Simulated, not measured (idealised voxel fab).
Name of the process module below: voxel transistor to metal
cross-section cut | 170 nm wide | cells 5 nm
How to read a cross-section here: the picture is a grid of square cells, written as bands going from the top down, and any band can span one or more rows of cells. The band entry comprises the height of the band's top followed by the height of its bottom, expressed in nm, and subsequently the band's materials from left to right, each stated together with its width in nm. Where a single material is marked with the word "full width", that material fills the band from edge to edge. The word "blank" represents empty space. Zero point of the height axis is 0; under it, received wafer = one material. Lowest band: continues down indefinitely, "0 -> down". So if you see something like "30..40" for the width, read it as the top row of the band sitting at the first number and the bottom row at the second, with every row in between moving by the same amount as the last. A step reported as "no change occurred" is a step in which no cell of the cross-section changed. The label "closed voids" introduces a list of the empty spaces, 8 cells or larger, that have no open way up to the top; each entry in it reads width x height at distance, where the distance is taken from the left edge and all three are stated in nm. Post-settings text on a step line: simulator's own remark regarding the step. On any step carrying a mask, the "overlay nm" setting, if present on the step's line, tells how far right of its planned place the mask lay; negative values point to the left. So the way this works: pairs, before and after one process step. The after picture only goes down to the lowest band that actually changed, nothing below. Step and its settings are under each pair. And watch out, pairs might come from different runs of this module, same starting wafer though, so a pair only follows on from the one above if its "Before step" entry tells you so.

**Before step**
55 -> 50: 45 nm TiN / 5 nm blank / 65 nm TiN / 5 nm blank / 50 nm TiN
50 -> 35: 40 nm SiO2 / 5 nm TiN / 5 nm blank / 5 nm TiN / 55 nm SiO2 / 5 nm TiN / 5 nm blank / 5 nm TiN / 45 nm SiO2
35 -> 20: 40 nm SiO2 / 5 nm TiN / 5 nm blank / 5 nm TiN / 10 nm SiO2 / 10 nm SiN / 15 nm SiCN / 10 nm SiN / 10 nm SiO2 / 5 nm TiN / 5 nm blank / 5 nm TiN / 45 nm SiO2
20 -> 10: 40 nm SiO2 / 5 nm TiN / 5 nm blank / 5 nm TiN / 5 nm SiO2 / 10 nm SiN / 20 nm polySi / 10 nm SiN / 10 nm SiO2 / 5 nm TiN / 5 nm blank / 5 nm TiN / 45 nm SiO2
10 -> 5: 40 nm SiO2 / 15 nm TiN / 5 nm SiO2 / 10 nm SiN / 20 nm polySi / 10 nm SiN / 10 nm SiO2 / 5 nm TiN / 5 nm blank / 5 nm TiN / 45 nm SiO2
5 -> 0: 30 nm SiO2 / 10 nm SiN / 10 nm TiN / 10 nm SiGe / 10 nm SiN / 20 nm polySi / 10 nm SiN / 10 nm SiGe / 15 nm TiN / 10 nm SiN / 35 nm SiO2
0 -> -5: 40 nm SiO2 / 20 nm SiGe / 40 nm SiO2 / 25 nm SiGe / 45 nm SiO2
-5 -> -10: 40 nm SiO2 / 20 nm SiGe / 40 nm Si / 25 nm SiGe / 45 nm SiO2
-10 -> -40: 40 nm SiO2 / 85 nm Si / 45 nm SiO2
-40 -> down: Si full width
closed voids: none

**Resulting Structure**
65 -> 55: Ru full width
55 -> 50: 45 nm TiN / 5 nm Ru / 65 nm TiN / 5 nm Ru / 50 nm TiN
50 -> 35: 40 nm SiO2 / 5 nm TiN / 5 nm Ru / 5 nm TiN / 55 nm SiO2 / 5 nm TiN / 5 nm Ru / 5 nm TiN / 45 nm SiO2
35 -> 20: 40 nm SiO2 / 5 nm TiN / 5 nm Ru / 5 nm TiN / 10 nm SiO2 / 10 nm SiN / 15 nm SiCN / 10 nm SiN / 10 nm SiO2 / 5 nm TiN / 5 nm Ru / 5 nm TiN / 45 nm SiO2
20 -> 10: 40 nm SiO2 / 5 nm TiN / 5 nm Ru / 5 nm TiN / 5 nm SiO2 / 10 nm SiN / 20 nm polySi / 10 nm SiN / 10 nm SiO2 / 5 nm TiN / 5 nm Ru / 5 nm TiN / 45 nm SiO2
10 -> 5: 40 nm SiO2 / 15 nm TiN / 5 nm SiO2 / 10 nm SiN / 20 nm polySi / 10 nm SiN / 10 nm SiO2 / 5 nm TiN / 5 nm Ru / 5 nm TiN / 45 nm SiO2
Under 5: no change, same as before.
closed voids: none
What was done to get from the upper cross-section to the lower one? FILL_DEP [material Ru] [thk nm 10]

Before step: The pre-step condition corresponds to the post-step cross-section depicted in the pair directly above.

**Resulting Structure**
50 -> 35: 40 nm SiO2 / 5 nm TiN / 5 nm Ru / 5 nm TiN / 55 nm SiO2 / 5 nm TiN / 5 nm Ru / 5 nm TiN / 45 nm SiO2
Under 35: no change, same as before.
closed voids: none
What was done to get from the upper cross-section to the lower one? CMP [height nm 50]

Before step: The pre-step condition corresponds to the post-step cross-section depicted in the pair directly above.

**Resulting Structure**
55 -> 50: TiN full width
Under 50: no change, same as before.
closed voids: none
What was done to get from the upper cross-section to the lower one? DIRECTIONAL_DEP [material TiN] [thk nm 5]

Before step: The pre-step condition corresponds to the post-step cross-section depicted in the pair directly above.

**Resulting Structure**
80 -> 55: W full width
Under 55: no change, same as before.
closed voids: none
What was done to get from the upper cross-section to the lower one? DIRECTIONAL_DEP [material W] [thk nm 25]

Before step: The pre-step condition corresponds to the post-step cross-section depicted in the pair directly above.

**Resulting Structure**
100 -> 80: 40 nm blank / 15 nm resist / 55 nm blank / 15 nm resist / 45 nm blank
Under 80: no change, same as before.
closed voids: none
What was done to get from the upper cross-section to the lower one? PATTERN [tone cover] [mask id METAL_1] [material resist] [width nm 15] [pitch nm 70] [thk nm 20] [overlay nm 0]

Before step: The pre-step condition corresponds to the post-step cross-section depicted in the pair directly above.

**Resulting Structure**
100 -> 80: 40 nm blank / 15 nm resist / 55 nm blank / 15 nm resist / 45 nm blank
80 -> 55: 40 nm blank / 15 nm W / 55 nm blank / 15 nm W / 45 nm blank
Under 55: no change, same as before.
closed voids: none
What was done to get from the upper cross-section to the lower one? DIRECTIONAL_ETCH [etch materials W] [depth nm 25]

Before step: The pre-step condition corresponds to the post-step cross-section depicted in the pair directly above.

**Resulting Structure**
100 -> 80: 40 nm blank / 15 nm resist / 55 nm blank / 15 nm resist / 45 nm blank
80 -> 55: 40 nm blank / 15 nm W / 55 nm blank / 15 nm W / 45 nm blank
55 -> 50: 40 nm blank / 15 nm TiN / 55 nm blank / 15 nm TiN / 45 nm blank
Under 50: no change, same as before.
closed voids: none
What was done to get from the upper cross-section to the lower one? DIRECTIONAL_ETCH [etch materials TiN] [depth nm 5]

Before step: The pre-step condition corresponds to the post-step cross-section depicted in the pair directly above.

**Resulting Structure**
80 -> 55: 40 nm blank / 15 nm W / 55 nm blank / 15 nm W / 45 nm blank
Under 55: no change, same as before.
closed voids: none
What was done to get from the upper cross-section to the lower one? STRIP [etch materials resist]

Before step: The pre-step condition corresponds to the post-step cross-section depicted in the pair directly above.

**Resulting Structure**
90 -> 80: lowk full width
80 -> 55: 40 nm lowk / 15 nm W / 55 nm lowk / 15 nm W / 45 nm lowk
55 -> 50: 40 nm lowk / 15 nm TiN / 55 nm lowk / 15 nm TiN / 45 nm lowk
Under 50: no change, same as before.
closed voids: none
What was done to get from the upper cross-section to the lower one? FILL_DEP [material lowk] [thk nm 10]

Before step: The pre-step condition corresponds to the post-step cross-section depicted in the pair directly above.

**Resulting Structure**
80 -> 55: 40 nm lowk / 15 nm W / 55 nm lowk / 15 nm W / 45 nm lowk
Under 55: no change, same as before.
closed voids: none
What was done to get from the upper cross-section to the lower one? CMP [height nm 80]

Before step: The pre-step condition corresponds to the post-step cross-section depicted in the pair directly above.

**Resulting Structure**
85 -> 80: SiCN full width
Under 80: no change, same as before.
closed voids: none
What was done to get from the upper cross-section to the lower one? CONFORMAL_DEP [material SiCN] [thk nm 5]

**Before step**
50 -> 35: 40 nm SiO2 / 5 nm TiN / 5 nm Ru / 5 nm TiN / 55 nm SiO2 / 5 nm TiN / 5 nm Ru / 5 nm TiN / 45 nm SiO2
35 -> 20: 40 nm SiO2 / 5 nm TiN / 5 nm Ru / 5 nm TiN / 10 nm SiO2 / 10 nm SiN / 15 nm SiCN / 10 nm SiN / 10 nm SiO2 / 5 nm TiN / 5 nm Ru / 5 nm TiN / 45 nm SiO2
20 -> 5: 40 nm SiO2 / 5 nm TiN / 5 nm Ru / 5 nm TiN / 10 nm SiO2 / 10 nm SiN / 15 nm polySi / 10 nm SiN / 10 nm SiO2 / 5 nm TiN / 5 nm Ru / 5 nm TiN / 45 nm SiO2
5 -> 0: 30 nm SiO2 / 10 nm SiN / 15 nm TiN / 10 nm SiGe / 10 nm SiN / 15 nm polySi / 10 nm SiN / 10 nm SiGe / 15 nm TiN / 10 nm SiN / 35 nm SiO2
0 -> -5: 40 nm SiO2 / 25 nm SiGe / 35 nm SiO2 / 25 nm SiGe / 45 nm SiO2
-5 -> -10: 40 nm SiO2 / 25 nm SiGe / 35 nm Si / 25 nm SiGe / 45 nm SiO2
-10 -> -40: 40 nm SiO2 / 85 nm Si / 45 nm SiO2
-40 -> down: Si full width
closed voids: none

**Resulting Structure**
55 -> 50: SiO2 full width
Under 50: no change, same as before.
closed voids: none
What was done to get from the upper cross-section to the lower one? DIRECTIONAL_DEP [material SiO2] [thk nm 5]

Before step: The pre-step condition corresponds to the post-step cross-section depicted in the pair directly above.

**Resulting Structure**
80 -> 55: W full width
Under 55: no change, same as before.
closed voids: none
What was done to get from the upper cross-section to the lower one? DIRECTIONAL_DEP [material W] [thk nm 25]

Before step: The pre-step condition corresponds to the post-step cross-section depicted in the pair directly above.

**Resulting Structure**
100 -> 80: 40 nm blank / 15 nm resist / 55 nm blank / 15 nm resist / 45 nm blank
Under 80: no change, same as before.
closed voids: none
What was done to get from the upper cross-section to the lower one? PATTERN [tone cover] [mask id METAL_1] [material resist] [width nm 15] [pitch nm 70] [thk nm 20] [overlay nm 0]

Before step: The pre-step condition corresponds to the post-step cross-section depicted in the pair directly above.

**Resulting Structure**
100 -> 80: 40 nm blank / 15 nm resist / 55 nm blank / 15 nm resist / 45 nm blank
80 -> 55: 40 nm blank / 15 nm W / 55 nm blank / 15 nm W / 45 nm blank
Under 55: no change, same as before.
closed voids: none
What was done to get from the upper cross-section to the lower one? DIRECTIONAL_ETCH [etch materials W] [depth nm 25]

Before step: The pre-step condition corresponds to the post-step cross-section depicted in the pair directly above.

**Resulting Structure**
80 -> 55: 40 nm blank / 15 nm W / 55 nm blank / 15 nm W / 45 nm blank
Under 55: no change, same as before.
closed voids: none
What was done to get from the upper cross-section to the lower one? STRIP [etch materials resist]

Before step: The pre-step condition corresponds to the post-step cross-section depicted in the pair directly above.

**Resulting Structure**
90 -> 80: lowk full width
80 -> 55: 40 nm lowk / 15 nm W / 55 nm lowk / 15 nm W / 45 nm lowk
Under 55: no change, same as before.
closed voids: none
What was done to get from the upper cross-section to the lower one? FILL_DEP [material lowk] [thk nm 10]

Before step: The pre-step condition corresponds to the post-step cross-section depicted in the pair directly above.

**Resulting Structure**
80 -> 55: 40 nm lowk / 15 nm W / 55 nm lowk / 15 nm W / 45 nm lowk
Under 55: no change, same as before.
closed voids: none
What was done to get from the upper cross-section to the lower one? CMP [height nm 80]

Before step: The pre-step condition corresponds to the post-step cross-section depicted in the pair directly above.

**Resulting Structure**
85 -> 80: SiCN full width
Under 80: no change, same as before.
closed voids: none
What was done to get from the upper cross-section to the lower one? CONFORMAL_DEP [material SiCN] [thk nm 5]

**Before step**
80 -> 55: W full width
55 -> 50: TiN full width
50 -> 35: 40 nm SiO2 / 5 nm TiN / 5 nm Ru / 5 nm TiN / 55 nm SiO2 / 5 nm TiN / 5 nm Ru / 5 nm TiN / 45 nm SiO2
35 -> 20: 40 nm SiO2 / 5 nm TiN / 5 nm Ru / 5 nm TiN / 10 nm SiO2 / 10 nm SiN / 15 nm SiCN / 10 nm SiN / 10 nm SiO2 / 5 nm TiN / 5 nm Ru / 5 nm TiN / 45 nm SiO2
20 -> 5: 40 nm SiO2 / 5 nm TiN / 5 nm Ru / 5 nm TiN / 10 nm SiO2 / 10 nm SiN / 15 nm polySi / 10 nm SiN / 10 nm SiO2 / 5 nm TiN / 5 nm Ru / 5 nm TiN / 45 nm SiO2
5 -> 0: 30 nm SiO2 / 10 nm SiN / 15 nm TiN / 10 nm SiGe / 10 nm SiN / 15 nm polySi / 10 nm SiN / 10 nm SiGe / 15 nm TiN / 10 nm SiN / 35 nm SiO2
0 -> -5: 40 nm SiO2 / 25 nm SiGe / 35 nm SiO2 / 25 nm SiGe / 45 nm SiO2
-5 -> -10: 40 nm SiO2 / 25 nm SiGe / 35 nm Si / 25 nm SiGe / 45 nm SiO2
-10 -> -40: 40 nm SiO2 / 85 nm Si / 45 nm SiO2
-40 -> down: Si full width
closed voids: none

**Resulting Structure**
100 -> 80: 40 nm resist / 15 nm blank / 55 nm resist / 15 nm blank / 45 nm resist
Under 80: no change, same as before.
closed voids: none
What was done to get from the upper cross-section to the lower one? PATTERN [tone open] [mask id METAL_1] [material resist] [width nm 15] [pitch nm 70] [thk nm 20] [overlay nm 0]

Before step: The pre-step condition corresponds to the post-step cross-section depicted in the pair directly above.

**Resulting Structure**
100 -> 80: 40 nm resist / 15 nm blank / 55 nm resist / 15 nm blank / 45 nm resist
80 -> 55: 40 nm W / 15 nm blank / 55 nm W / 15 nm blank / 45 nm W
Under 55: no change, same as before.
closed voids: none
What was done to get from the upper cross-section to the lower one? DIRECTIONAL_ETCH [etch materials W] [depth nm 25]

Before step: The pre-step condition corresponds to the post-step cross-section depicted in the pair directly above.

**Resulting Structure**
100 -> 80: 40 nm resist / 15 nm blank / 55 nm resist / 15 nm blank / 45 nm resist
80 -> 55: 40 nm W / 15 nm blank / 55 nm W / 15 nm blank / 45 nm W
55 -> 50: 40 nm TiN / 15 nm blank / 55 nm TiN / 15 nm blank / 45 nm TiN
Under 50: no change, same as before.
closed voids: none
What was done to get from the upper cross-section to the lower one? DIRECTIONAL_ETCH [etch materials TiN] [depth nm 5]

Before step: The pre-step condition corresponds to the post-step cross-section depicted in the pair directly above.

**Resulting Structure**
80 -> 55: 40 nm W / 15 nm blank / 55 nm W / 15 nm blank / 45 nm W
Under 55: no change, same as before.
closed voids: none
What was done to get from the upper cross-section to the lower one? STRIP [etch materials resist]

Before step: The pre-step condition corresponds to the post-step cross-section depicted in the pair directly above.

**Resulting Structure**
90 -> 80: lowk full width
80 -> 55: 40 nm W / 15 nm lowk / 55 nm W / 15 nm lowk / 45 nm W
55 -> 50: 40 nm TiN / 15 nm lowk / 55 nm TiN / 15 nm lowk / 45 nm TiN
Under 50: no change, same as before.
closed voids: none
What was done to get from the upper cross-section to the lower one? FILL_DEP [material lowk] [thk nm 10]

Before step: The pre-step condition corresponds to the post-step cross-section depicted in the pair directly above.

**Resulting Structure**
80 -> 55: 40 nm W / 15 nm lowk / 55 nm W / 15 nm lowk / 45 nm W
Under 55: no change, same as before.
closed voids: none
What was done to get from the upper cross-section to the lower one? CMP [height nm 80]

Before step: The pre-step condition corresponds to the post-step cross-section depicted in the pair directly above.

**Resulting Structure**
85 -> 80: SiCN full width
Under 80: no change, same as before.
closed voids: none
What was done to get from the upper cross-section to the lower one? CONFORMAL_DEP [material SiCN] [thk nm 5]
